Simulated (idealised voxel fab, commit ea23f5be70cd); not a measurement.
Process module heading - voxel transistor to metal
Square cell edge 5 nm, section width 160 nm, ID cut.
Bands, listed from the top down, are how a cross-section gets written in this document; the cross-section itself is a grid of square cells, and a band is one or more rows of them.
Band: top and bottom heights (nm) first, top before bottom; then materials from left to right, widths in nm. "full width" marks a sole material filling the band edge to edge. "blank" denotes empty space.
Heights are measured from 0, the level below which the as-received wafer is all one material; the lowest band has no bottom and continues downward, written as in "0 nm and below".
Note: "30..40" means the width goes from the first number (top row of the band) to the second number (bottom row) in equal steps per row of cells.
Take "remains unaltered" at face value: in the step it is given for, the cross-section changed in none of its cells.
Empty spaces without an open route to the top, at least 8 cells in extent, make up the entry "Closed empty spaces"; each is given as width x height at distance, where the distance is measured from the left edge, and all are in nm.
On each step's line, the part that comes after the settings is the simulator's own comment on the step.
overlay nm: how far to the right of its planned place the mask lay on this masked step (negative: to the left).

Planned process steps
| 1 | RECEIVE (material Si) |
| 2 | OXIDIZE (depth nm 5) |
| 3 | CONFORMAL_DEP (material SiN; thk nm 10) |
| 4 | DIRECTIONAL_DEP (material aC; thk nm 15) |
| 5 | PATTERN (tone cover; mask id ACTIVE; material resist; width nm 115; thk nm 35; overlay nm 0) |
| 6 | DIRECTIONAL_ETCH (etch materials aC; depth nm 15) |
| 7 | STRIP (etch materials resist) |
| 8 | DIRECTIONAL_ETCH (etch materials SiN; depth nm 10) |
| 9 | DIRECTIONAL_ETCH (etch materials SiO2; depth nm 5) |
| 10 | DIRECTIONAL_ETCH (etch materials Si; depth nm 30) |
| 11 | STRIP (etch materials aC) |
| 12 | OXIDIZE (depth nm 5) |
| 13 | FILL_DEP (material SiO2; thk nm 10) |
| 14 | CMP (height nm 10) |
| 15 | SELECTIVE_ETCH (etch materials SiO2; depth nm 5) |
| 16 | STRIP (etch materials SiN) |
| 17 | SELECTIVE_ETCH (etch materials SiO2; depth nm 5) |
| 18 | OXIDIZE (depth nm 5) |
| 19 | DIRECTIONAL_DEP (material polySi; thk nm 20) |
| 20 | DIRECTIONAL_DEP (material SiCN; thk nm 10) |
| 21 | DIRECTIONAL_DEP (material aC; thk nm 15) |
| 22 | PATTERN (tone cover; mask id GATE; material resist; width nm 15; thk nm 30; overlay nm 0) |
| 23 | DIRECTIONAL_ETCH (etch materials aC; depth nm 15) |
| 24 | STRIP (etch materials resist) |
| 25 | DIRECTIONAL_ETCH (etch materials SiCN; depth nm 20) |
| 26 | DIRECTIONAL_ETCH (etch materials polySi; depth nm 30) |
| 27 | STRIP (etch materials aC) |
| 28 | CONFORMAL_DEP (material SiN; thk nm 10) |
| 29 | DIRECTIONAL_ETCH (etch materials SiN; depth nm 10) |
| 30 | DIRECTIONAL_ETCH (etch materials SiO2; depth nm 5) |
| 31 | DIRECTIONAL_ETCH (etch materials Si; depth nm 5) |
| 32 | EPI (material nSi; thk nm 10) |
| 33 | FILL_DEP (material SiO2; thk nm 5) |
| 34 | CMP (height nm 25) |
| 35 | DIRECTIONAL_DEP (material SiO2; thk nm 15) |
| 36 | PATTERN (tone open; mask id CONTACT; material resist; width nm 35; pitch nm 60; thk nm 20; overlay nm 0) |
| 37 | DIRECTIONAL_ETCH (etch materials SiO2; depth nm 45) |
| 38 | STRIP (etch materials resist) |
| 39 | CONFORMAL_DEP (material TiN; thk nm 5) |
| 40 | FILL_DEP (material W; thk nm 5) |
| 41 | CMP (height nm 40) |
| 42 | CONFORMAL_DEP (material SiCN; thk nm 5) |
| 43 | DIRECTIONAL_DEP (material lowk; thk nm 15) |
| 44 | MASKED_ETCH (tone open; mask id METAL_1; width nm 20; pitch nm 75; etch materials lowk; depth nm 15; overlay nm 0) |
| 45 | MASKED_ETCH (tone open; mask id METAL_1; width nm 20; pitch nm 75; etch materials SiCN; depth nm 5; overlay nm 0) |
| 46 | CONFORMAL_DEP (material TiN; thk nm 5) |
| 47 | FILL_DEP (material Cu; thk nm 5) |
| 48 | CMP (height nm 60) |
| 49 | EPI (material Ru; thk nm 5) |
| 50 | FILL_DEP (material SiCN; thk nm 5) |

Cross-section of the wafer upon arrival, representing the state reached after step 1
    0 nm and below = Si full width
    Closed empty spaces: none

a wafer at the end: this start, this plan, one mistake
    65 nm to 60 nm = blank=25, Ru=30, blank=45, Ru=30, blank=30
    60 nm to 45 nm = lowk=30, TiN=5, Cu=10, TiN=5, lowk=55, TiN=5, Cu=10, TiN=5, lowk=35
    45 nm to 40 nm = SiCN=30, TiN=20, SiCN=55, TiN=20, SiCN=35
    40 nm to 30 nm = SiO2=30, TiN=5, W=25, TiN=5, SiO2=25, TiN=5, W=25, TiN=5, SiO2=35
    30 nm to 25 nm = SiO2=30, TiN=5, W=20, TiN=10, SiO2=25, TiN=10, W=20, TiN=5, SiO2=35
    25 nm to 15 nm = SiO2=30, TiN=5, W=20, TiN=5, SiN=10, SiCN=15, SiN=10, TiN=5, W=20, TiN=5, SiO2=35
    15 nm to 5 nm = SiO2=30, TiN=5, W=20, TiN=5, SiN=10, polySi=15, SiN=10, TiN=5, W=20, TiN=5, SiO2=35
    5 nm to 0 nm = SiO2=30, TiN=5, W=10, TiN=15, SiN=10, polySi=15, SiN=10, TiN=15, W=10, TiN=5, SiO2=35
    0 nm to -5 nm = SiO2=15, SiN=10, SiO2=5, TiN=20, nSi=10, SiN=10, polySi=15, SiN=10, nSi=10, TiN=20, SiO2=5, SiN=10, SiO2=20
    -5 nm to -10 nm = SiO2=25, nSi=35, SiO2=35, nSi=35, SiO2=30
    -10 nm to -15 nm = SiO2=25, nSi=35, Si=35, nSi=35, SiO2=30
    -15 nm to -40 nm = SiO2=25, Si=105, SiO2=30
    -40 nm and below = Si full width
    Closed empty spaces: none
Diagnosis: it should be noted that step 50 of the plan was omitted and was not performed
